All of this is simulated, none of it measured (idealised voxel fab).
The process module presented herein is designated voxel transistor to metal.
Cross-section cut: width 150 nm, square cells of 5 nm.
A cross-section is written here as square cells arranged in a grid, and it is given in bands from the top down, each band taking up one or more rows of cells. Per band: top height and bottom height in nm, followed by the left-to-right materials and their widths in nm; "throughout" marks a single material spanning edge to edge, "blank" marks empty space. Where do heights start? At 0: under that level the wafer as delivered is made of one material only. And the lowest band has no floor; it just carries on downward, as in "top 0, no bottom". A width given as "30->40" starts at the first number in the band's top row and ends at the second number in its bottom row, shifting by an equal amount at every step from row to row. Any step labelled "no alteration" changed none of the cells in the cross-section. Empty spaces counting at least 8 cells and having no open way to the top are listed in "Sealed cavities". The notation width x height at distance is used for each, the distance being from the left edge and all three values in nm. On a step's line, text after the settings is the simulator commenting on that step. Each step line may optionally specify "overlay nm", which for a step with a mask gives the rightward distance between the mask's planned place and where it lay, a negative value indicating the leftward direction. For the reader: what remains of this document is a series of pairs, each showing a cross-section before one process step and a cross-section after that step which reaches down only to the lowest band that changed, with the step between them and its settings set out under the pair. It should not be assumed that a pair continues from the pair above it; the pairs can come from different runs of this module on the same starting wafer, and such continuity exists only where the entry headed "State before step" says so.
[State before step]
	top 90, bottom 60 = SiO2 20 nm / blank 15 nm / SiO2 75 nm / blank 15 nm / SiO2 25 nm
	top 60, bottom 55 = SiCN 20 nm / blank 15 nm / SiCN 75 nm / blank 15 nm / SiCN 25 nm
	top 55, bottom 50 = SiCN 15 nm / Ru 25 nm / SiCN 65 nm / Ru 25 nm / SiCN 20 nm
	top 50, bottom 35 = lowk 20 nm / TiN 5 nm / W 5 nm / TiN 5 nm / lowk 75 nm / TiN 5 nm / W 5 nm / TiN 5 nm / lowk 25 nm
	top 35, bottom 30 = SiCN 20 nm / TiN 15 nm / SiCN 75 nm / TiN 15 nm / SiCN 25 nm
	top 30, bottom 20 = SiO2 20 nm / Ru 5 nm / W 5 nm / Ru 5 nm / SiO2 75 nm / Ru 5 nm / W 5 nm / Ru 5 nm / SiO2 25 nm
	top 20, bottom 5 = SiO2 20 nm / Ru 5 nm / W 5 nm / Ru 5 nm / SiO2 10 nm / SiN 5 nm / HfO2 5 nm / TiN 5 nm / W 25 nm / TiN 5 nm / HfO2 5 nm / SiN 5 nm / SiO2 10 nm / Ru 5 nm / W 5 nm / Ru 5 nm / SiO2 25 nm
	top 5, bottom 0 = SiO2 15 nm / SiN 5 nm / Ru 5 nm / W 5 nm / Ru 5 nm / SiO2 10 nm / SiN 5 nm / HfO2 5 nm / TiN 5 nm / W 25 nm / TiN 5 nm / HfO2 5 nm / SiN 5 nm / SiO2 10 nm / Ru 5 nm / W 5 nm / Ru 5 nm / SiN 5 nm / SiO2 20 nm
	top 0, bottom -5 = SiO2 15 nm / SiN 5 nm / Ru 15 nm / SiO2 10 nm / SiN 5 nm / HfO2 5 nm / TiN 35 nm / HfO2 5 nm / SiN 5 nm / SiO2 10 nm / Ru 15 nm / SiN 5 nm / SiO2 20 nm
	top -5, bottom -10 = SiO2 20 nm / nSi 5 nm / Ru 10 nm / SiO2 5 nm / nSi 5 nm / SiO2 5 nm / HfO2 45 nm / SiO2 5 nm / nSi 5 nm / SiO2 5 nm / Ru 10 nm / nSi 5 nm / SiO2 25 nm
	top -10, bottom -15 = SiO2 15 nm / Si 5 nm / nSi 25 nm / Si 55 nm / nSi 25 nm / Si 5 nm / SiO2 20 nm
	top -15, bottom -40 = SiO2 15 nm / Si 115 nm / SiO2 20 nm
	top -40, no bottom = Si throughout
	Sealed cavities: none
[State After Step]
	top 95, bottom 90 = TiN 25 nm / blank 5 nm / TiN 85 nm / blank 5 nm / TiN 30 nm
	top 90, bottom 60 = SiO2 20 nm / TiN 5 nm / blank 5 nm / TiN 5 nm / SiO2 75 nm / TiN 5 nm / blank 5 nm / TiN 5 nm / SiO2 25 nm
	top 60, bottom 55 = SiCN 20 nm / TiN 15 nm / SiCN 75 nm / TiN 15 nm / SiCN 25 nm
	Note: structure below 55 unchanged.
	Sealed cavities: none
As a process note, the step between the before and after cross-sections shown above is CONFORMAL_DEP with material TiN, thk nm 5
State before step: the state before this step is the cross-section shown after the step in the pair just above.
[State After Step]
	top 105, bottom 95 = Cu throughout
	top 95, bottom 90 = TiN 25 nm / Cu 5 nm / TiN 85 nm / Cu 5 nm / TiN 30 nm
	top 90, bottom 60 = SiO2 20 nm / TiN 5 nm / Cu 5 nm / TiN 5 nm / SiO2 75 nm / TiN 5 nm / Cu 5 nm / TiN 5 nm / SiO2 25 nm
	Note: structure below 60 unchanged.
	Sealed cavities: none
As a process note, the step between the before and after cross-sections shown above is FILL_DEP with material Cu, thk nm 10
State before step: the state before this step is the cross-section shown after the step in the pair just above.
[State After Step]
	top 90, bottom 60 = SiO2 20 nm / TiN 5 nm / Cu 5 nm / TiN 5 nm / SiO2 75 nm / TiN 5 nm / Cu 5 nm / TiN 5 nm / SiO2 25 nm
	Note: structure below 60 unchanged.
	Sealed cavities: none
As a process note, the step between the before and after cross-sections shown above is CMP with height nm 90
State before step: the state before this step is the cross-section shown after the step in the pair just above.
[State After Step]
	top 95, bottom 90 = SiCN throughout
	Note: structure below 90 unchanged.
	Sealed cavities: none
As a process note, the step between the before and after cross-sections shown above is CONFORMAL_DEP with material SiCN, thk nm 5
[State before step]
	top 50, bottom 35 = lowk throughout
	top 35, bottom 30 = SiCN throughout
	top 30, bottom 20 = SiO2 20 nm / TiN 5 nm / W 5 nm / TiN 5 nm / SiO2 75 nm / TiN 5 nm / W 5 nm / TiN 5 nm / SiO2 25 nm
	top 20, bottom 5 = SiO2 20 nm / TiN 5 nm / W 5 nm / TiN 5 nm / SiO2 10 nm / SiN 5 nm / HfO2 5 nm / TiN 5 nm / W 25 nm / TiN 5 nm / HfO2 5 nm / SiN 5 nm / SiO2 10 nm / TiN 5 nm / W 5 nm / TiN 5 nm / SiO2 25 nm
	top 5, bottom 0 = SiO2 15 nm / SiN 5 nm / TiN 5 nm / W 5 nm / TiN 5 nm / SiO2 10 nm / SiN 5 nm / HfO2 5 nm / TiN 5 nm / W 25 nm / TiN 5 nm / HfO2 5 nm / SiN 5 nm / SiO2 10 nm / TiN 5 nm / W 5 nm / TiN 5 nm / SiN 5 nm / SiO2 20 nm
	top 0, bottom -5 = SiO2 15 nm / SiN 5 nm / TiN 15 nm / SiO2 10 nm / SiN 5 nm / HfO2 5 nm / TiN 35 nm / HfO2 5 nm / SiN 5 nm / SiO2 10 nm / TiN 15 nm / SiN 5 nm / SiO2 20 nm
	top -5, bottom -10 = SiO2 20 nm / nSi 5 nm / TiN 10 nm / SiO2 5 nm / nSi 5 nm / SiO2 5 nm / HfO2 45 nm / SiO2 5 nm / nSi 5 nm / SiO2 5 nm / TiN 10 nm / nSi 5 nm / SiO2 25 nm
	top -10, bottom -15 = SiO2 15 nm / Si 5 nm / nSi 25 nm / Si 55 nm / nSi 25 nm / Si 5 nm / SiO2 20 nm
	top -15, bottom -40 = SiO2 15 nm / Si 115 nm / SiO2 20 nm
	top -40, no bottom = Si throughout
	Sealed cavities: none
[State After Step]
	top 65, bottom 50 = blank 20 nm / resist 15 nm / blank 75 nm / resist 15 nm / blank 25 nm
	Note: structure below 50 unchanged.
	Sealed cavities: none
As a process note, the step between the before and after cross-sections shown above is PATTERN with tone cover, mask id METAL_1, material resist, width nm 15, pitch nm 90, thk nm 15, overlay nm 0
State before step: the state before this step is the cross-section shown after the step in the pair just above.
[State After Step]
	top 65, bottom 50 = blank 20 nm / resist 15 nm / blank 75 nm / resist 15 nm / blank 25 nm
	top 50, bottom 35 = blank 20 nm / lowk 15 nm / blank 75 nm / lowk 15 nm / blank 25 nm
	Note: structure below 35 unchanged.
	Sealed cavities: none
As a process note, the step between the before and after cross-sections shown above is DIRECTIONAL_ETCH with etch materials lowk, depth nm 15
State before step: the state before this step is the cross-section shown after the step in the pair just above.
[State After Step]
	top 65, bottom 50 = blank 20 nm / resist 15 nm / blank 75 nm / resist 15 nm / blank 25 nm
	top 50, bottom 35 = blank 20 nm / lowk 15 nm / blank 75 nm / lowk 15 nm / blank 25 nm
	top 35, bottom 30 = blank 20 nm / SiCN 15 nm / blank 75 nm / SiCN 15 nm / blank 25 nm
	Note: structure below 30 unchanged.
	Sealed cavities: none
As a process note, the step between the before and after cross-sections shown above is DIRECTIONAL_ETCH with etch materials SiCN, depth nm 5
State before step: the state before this step is the cross-section shown after the step in the pair just above.
[State After Step]
	top 50, bottom 35 = blank 20 nm / lowk 15 nm / blank 75 nm / lowk 15 nm / blank 25 nm
	Note: structure below 35 unchanged.
	Sealed cavities: none
As a process note, the step between the before and after cross-sections shown above is STRIP with etch materials resist
State before step: the state before this step is the cross-section shown after the step in the pair just above.
[State After Step]
	top 55, bottom 50 = blank 15 nm / TiN 25 nm / blank 65 nm / TiN 25 nm / blank 20 nm
	top 50, bottom 35 = blank 15 nm / TiN 5 nm / lowk 15 nm / TiN 5 nm / blank 65 nm / TiN 5 nm / lowk 15 nm / TiN 5 nm / blank 20 nm
	top 35, bottom 30 = TiN 20 nm / SiCN 15 nm / TiN 75 nm / SiCN 15 nm / TiN 25 nm
	Note: structure below 30 unchanged.
	Sealed cavities: none
As a process note, the step between the before and after cross-sections shown above is CONFORMAL_DEP with material TiN, thk nm 5
State before step: the state before this step is the cross-section shown after the step in the pair just above.
[State After Step]
	top 60, bottom 55 = W throughout
	top 55, bottom 50 = W 15 nm / TiN 25 nm / W 65 nm / TiN 25 nm / W 20 nm
	top 50, bottom 35 = W 15 nm / TiN 5 nm / lowk 15 nm / TiN 5 nm / W 65 nm / TiN 5 nm / lowk 15 nm / TiN 5 nm / W 20 nm
	Note: structure below 35 unchanged.
	Sealed cavities: none
As a process note, the step between the before and after cross-sections shown above is FILL_DEP with material W, thk nm 5
State before step: the state before this step is the cross-section shown after the step in the pair just above.
[State After Step]
	top 50, bottom 35 = W 15 nm / TiN 5 nm / lowk 15 nm / TiN 5 nm / W 65 nm / TiN 5 nm / lowk 15 nm / TiN 5 nm / W 20 nm
	Note: structure below 35 unchanged.
	Sealed cavities: none
As a process note, the step between the before and after cross-sections shown above is CMP with height nm 50
State before step: the state before this step is the cross-section shown after the step in the pair just above.
[State After Step]
	top 55, bottom 50 = Ru 25 nm / blank 5 nm / Ru 85 nm / blank 5 nm / Ru 30 nm
	Note: structure below 50 unchanged.
	Sealed cavities: none
As a process note, the step between the before and after cross-sections shown above is EPI with material Ru, thk nm 5
State before step: the state before this step is the cross-section shown after the step in the pair just above.
[State After Step]
	top 60, bottom 55 = SiCN throughout
	top 55, bottom 50 = Ru 25 nm / SiCN 5 nm / Ru 85 nm / SiCN 5 nm / Ru 30 nm
	Note: structure below 50 unchanged.
	Sealed cavities: none
As a process note, the step between the before and after cross-sections shown above is FILL_DEP with material SiCN, thk nm 5
State before step: the state before this step is the cross-section shown after the step in the pair just above.
[State After Step]
	top 90, bottom 60 = SiO2 throughout
	Note: structure below 60 unchanged.
	Sealed cavities: none
As a process note, the step between the before and after cross-sections shown above is DIRECTIONAL_DEP with material SiO2, thk nm 30
State before step: the state before this step is the cross-section shown after the step in the pair just above.
[State After Step]
	top 105, bottom 90 = aC throughout
	Note: structure below 90 unchanged.
	Sealed cavities: none
As a process note, the step between the before and after cross-sections shown above is DIRECTIONAL_DEP with material aC, thk nm 15
State before step: the state before this step is the cross-section shown after the step in the pair just above.
[State After Step]
	top 140, bottom 105 = resist 20 nm / blank 15 nm / resist 75 nm / blank 15 nm / resist 25 nm
	Note: structure below 105 unchanged.
	Sealed cavities: none
As a process note, the step between the before and after cross-sections shown above is PATTERN with tone open, mask id METAL_2, material resist, width nm 15, pitch nm 90, thk nm 35, overlay nm 0
State before step: the state before this step is the cross-section shown after the step in the pair just above.
[State After Step]
	top 125, bottom 105 = resist 20 nm / blank 15 nm / resist 75 nm / blank 15 nm / resist 25 nm
	top 105, bottom 90 = aC 20 nm / blank 15 nm / aC 75 nm / blank 15 nm / aC 25 nm
	Note: structure below 90 unchanged.
	Sealed cavities: none
As a process note, the step between the before and after cross-sections shown above is DIRECTIONAL_ETCH with etch materials aC, depth nm 15
State before step: the state before this step is the cross-section shown after the step in the pair just above.
[State After Step]
	top 105, bottom 90 = aC 20 nm / blank 15 nm / aC 75 nm / blank 15 nm / aC 25 nm
	Note: structure below 90 unchanged.
	Sealed cavities: none
As a process note, the step between the before and after cross-sections shown above is STRIP with etch materials resist
State before step: the state before this step is the cross-section shown after the step in the pair just above.
[State After Step]
	top 105, bottom 90 = aC 20 nm / blank 15 nm / aC 75 nm / blank 15 nm / aC 25 nm
	top 90, bottom 75 = SiO2 20 nm / blank 15 nm / SiO2 75 nm / blank 15 nm / SiO2 25 nm
	Note: structure below 75 unchanged.
	Sealed cavities: none
As a process note, the step between the before and after cross-sections shown above is DIRECTIONAL_ETCH with etch materials SiO2, depth nm 15
State before step: the state before this step is the cross-section shown after the step in the pair just above.
[State After Step]
	top 90, bottom 75 = SiO2 20 nm / blank 15 nm / SiO2 75 nm / blank 15 nm / SiO2 25 nm
	Note: structure below 75 unchanged.
	Sealed cavities: none
As a process note, the step between the before and after cross-sections shown above is STRIP with etch materials aC
State before step: the state before this step is the cross-section shown after the step in the pair just above.
[State After Step]
	top 90, bottom 60 = SiO2 20 nm / blank 15 nm / SiO2 75 nm / blank 15 nm / SiO2 25 nm
	Note: structure below 60 unchanged.
	Sealed cavities: none
As a process note, the step between the before and after cross-sections shown above is MASKED_ETCH with tone open, mask id METAL_2_HOLES, width nm 15, pitch nm 90, etch materials SiO2, depth nm 15, overlay nm 0
State before step: the state before this step is the cross-section shown after the step in the pair just above.
[State After Step]
	top 90, bottom 60 = SiO2 20 nm / blank 15 nm / SiO2 75 nm / blank 15 nm / SiO2 25 nm
	top 60, bottom 55 = SiCN 20 nm / blank 15 nm / SiCN 75 nm / blank 15 nm / SiCN 25 nm
	Note: structure below 55 unchanged.
	Sealed cavities: none
As a process note, the step between the before and after cross-sections shown above is MASKED_ETCH with tone open, mask id METAL_2_HOLES, width nm 15, pitch nm 90, etch materials SiCN, depth nm 5, overlay nm 0
State before step: the state before this step is the cross-section shown after the step in the pair just above.
[State After Step]
	top 95, bottom 90 = TiN 25 nm / blank 5 nm / TiN 85 nm / blank 5 nm / TiN 30 nm
	top 90, bottom 60 = SiO2 20 nm / TiN 5 nm / blank 5 nm / TiN 5 nm / SiO2 75 nm / TiN 5 nm / blank 5 nm / TiN 5 nm / SiO2 25 nm
	top 60, bottom 55 = SiCN 20 nm / TiN 15 nm / SiCN 75 nm / TiN 15 nm / SiCN 25 nm
	Note: structure below 55 unchanged.
	Sealed cavities: none
As a process note, the step between the before and after cross-sections shown above is CONFORMAL_DEP with material TiN, thk nm 5
State before step: the state before this step is the cross-section shown after the step in the pair just above.
[State After Step]
	top 105, bottom 95 = Cu throughout
	top 95, bottom 90 = TiN 25 nm / Cu 5 nm / TiN 85 nm / Cu 5 nm / TiN 30 nm
	top 90, bottom 60 = SiO2 20 nm / TiN 5 nm / Cu 5 nm / TiN 5 nm / SiO2 75 nm / TiN 5 nm / Cu 5 nm / TiN 5 nm / SiO2 25 nm
	Note: structure below 60 unchanged.
	Sealed cavities: none
As a process note, the step between the before and after cross-sections shown above is FILL_DEP with material Cu, thk nm 10
State before step: the state before this step is the cross-section shown after the step in the pair just above.
[State After Step]
	top 90, bottom 60 = SiO2 20 nm / TiN 5 nm / Cu 5 nm / TiN 5 nm / SiO2 75 nm / TiN 5 nm / Cu 5 nm / TiN 5 nm / SiO2 25 nm
	Note: structure below 60 unchanged.
	Sealed cavities: none
As a process note, the step between the before and after cross-sections shown above is CMP with height nm 90
State before step: the state before this step is the cross-section shown after the step in the pair just above.
[State After Step]
	top 95, bottom 90 = SiCN throughout
	Note: structure below 90 unchanged.
	Sealed cavities: none
As a process note, the step between the before and after cross-sections shown above is CONFORMAL_DEP with material SiCN, thk nm 5
